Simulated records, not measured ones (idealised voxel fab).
The following is a process module called voxel self aligned contacts.
In the cross-section labelled cut, the width is 250 nm and each square cell is 5 nm.
A cross-section in this document is a grid of square cells, and it is written down as bands, the top band listed before the ones below it; a band is made up of one or more rows of cells. Basically the band line says how high the top is and how high the bottom is, in nm, and then what's in it from left to right, every material with its width in nm. Empty space shows up as "blank", and if a single material carries "throughout" it runs the full band edge to edge. Height 0 is the level under which the wafer as received is all one material. The lowest band goes on downwards, as in "0 nm and below". Top row gets the first number, bottom row gets the second, and each row in between changes by the same step: that is how a band width like "30 to 40" works. Take "no modifications" at face value: in the step it is given for, the cross-section changed in none of its cells. "Sealed void list": empty spaces of 8 cells or more with no open way to the top, each given as width x height at distance, distance from the left edge, all in nm. Where a step's line continues beyond its settings, the continuation is a remark by the simulator itself on that step. For masked steps, "overlay nm" on the step line gives how far right of plan the mask actually lay; a minus sign means it lay to the left.
## List of planned process steps
- 1: RECEIVE: material Si
- 2: OXIDIZE: depth nm 5
- 3: DIRECTIONAL_DEP: material polySi, thk nm 25
- 4: DIRECTIONAL_DEP: material SiN, thk nm 20
- 5: DIRECTIONAL_DEP: material aC, thk nm 15
- 6: PATTERN: tone cover, mask id GATE, material resist, width nm 30, pitch nm 75, thk nm 30, overlay nm 0
- 7: DIRECTIONAL_ETCH: etch materials aC, depth nm 15
- 8: STRIP: etch materials resist
- 9: DIRECTIONAL_ETCH: etch materials SiN, depth nm 20
- 10: DIRECTIONAL_ETCH: etch materials polySi, depth nm 25
- 11: STRIP: etch materials aC
- 12: CONFORMAL_DEP: material SiN, thk nm 10
- 13: DIRECTIONAL_ETCH: etch materials SiN, depth nm 10
- 14: FILL_DEP: material SiO2, thk nm 15
- 15: CMP: height nm 55
- 16: DIRECTIONAL_DEP: material aC, thk nm 15
- 17: PATTERN: tone open, mask id CONTACT, material resist, width nm 45, thk nm 30, overlay nm 0
- 18: DIRECTIONAL_ETCH: etch materials aC, depth nm 15
- 19: STRIP: etch materials resist
- 20: DIRECTIONAL_ETCH: etch materials SiO2, depth nm 60
- 21: STRIP: etch materials aC
- 22: CONFORMAL_DEP: material TiN, thk nm 5
- 23: FILL_DEP: material W, thk nm 5
- 24: CMP: height nm 55
- 25: CONFORMAL_DEP: material SiCN, thk nm 5
Quick note for whoever runs this: the wafers start identical, but the width nm at step 17 isn't the same across them. The plan just shows what the first wafer had.
## The first of several wafers in cross-section, exactly as it reached us after step 1
    0 nm and below: Si throughout
    Sealed void list: none
## End of the module, past its last step, step 25: how the first of several wafers looks in cross-section
    60 nm to 55 nm: SiCN throughout
    55 nm to 45 nm: 100 SiO2, then 5 to 15 TiN, then 35 to 15 W, then 5 to 15 TiN, then 105 SiO2
    45 nm to 25 nm: 60 SiO2, then 50 SiN, then 5 TiN, then 15 W, then 5 TiN, then 50 SiN, then 65 SiO2
    25 nm to 0 nm: 60 SiO2, then 10 SiN, then 30 polySi, then 10 SiN, then 5 TiN, then 15 W, then 5 TiN, then 10 SiN, then 30 polySi, then 10 SiN, then 65 SiO2
    0 nm to -5 nm: 110 SiO2, then 25 TiN, then 115 SiO2
    -5 nm and below: Si throughout
    Sealed void list: none
## The module's end: a cross-section of the last wafer
    60 nm to 55 nm: SiCN throughout
    55 nm to 45 nm: 90 SiO2, then 5 to 25 TiN, then 60 to 15 W, then 5 to 30 TiN, then 90 SiO2
    45 nm to 25 nm: 60 SiO2, then 50 SiN, then 5 TiN, then 15 W, then 5 TiN, then 50 SiN, then 65 SiO2
    25 nm to 0 nm: 60 SiO2, then 10 SiN, then 30 polySi, then 10 SiN, then 5 TiN, then 15 W, then 5 TiN, then 10 SiN, then 30 polySi, then 10 SiN, then 65 SiO2
    0 nm to -5 nm: 110 SiO2, then 25 TiN, then 115 SiO2
    -5 nm and below: Si throughout
    Sealed void list: none
## Wafer rows, end of module: cells per material gained (+) or lost (-) since receipt; closed voids last
width nm 45 | -50 Si | +50 SiCN | +120 SiN | +352 SiO2 | +31 TiN | +37 W | +60 polySi | Sealed void list: none
width nm 50 | -50 Si | +50 SiCN | +120 SiN | +350 SiO2 | +32 TiN | +38 W | +60 polySi | Sealed void list: none
width nm 55 | -50 Si | +50 SiCN | +120 SiN | +348 SiO2 | +33 TiN | +39 W | +60 polySi | Sealed void list: none
width nm 60 | -50 Si | +50 SiCN | +120 SiN | +346 SiO2 | +34 TiN | +40 W | +60 polySi | Sealed void list: none
width nm 65 | -50 Si | +50 SiCN | +120 SiN | +344 SiO2 | +35 TiN | +41 W | +60 polySi | Sealed void list: none
width nm 70 | -50 Si | +50 SiCN | +120 SiN | +342 SiO2 | +36 TiN | +42 W | +60 polySi | Sealed void list: none
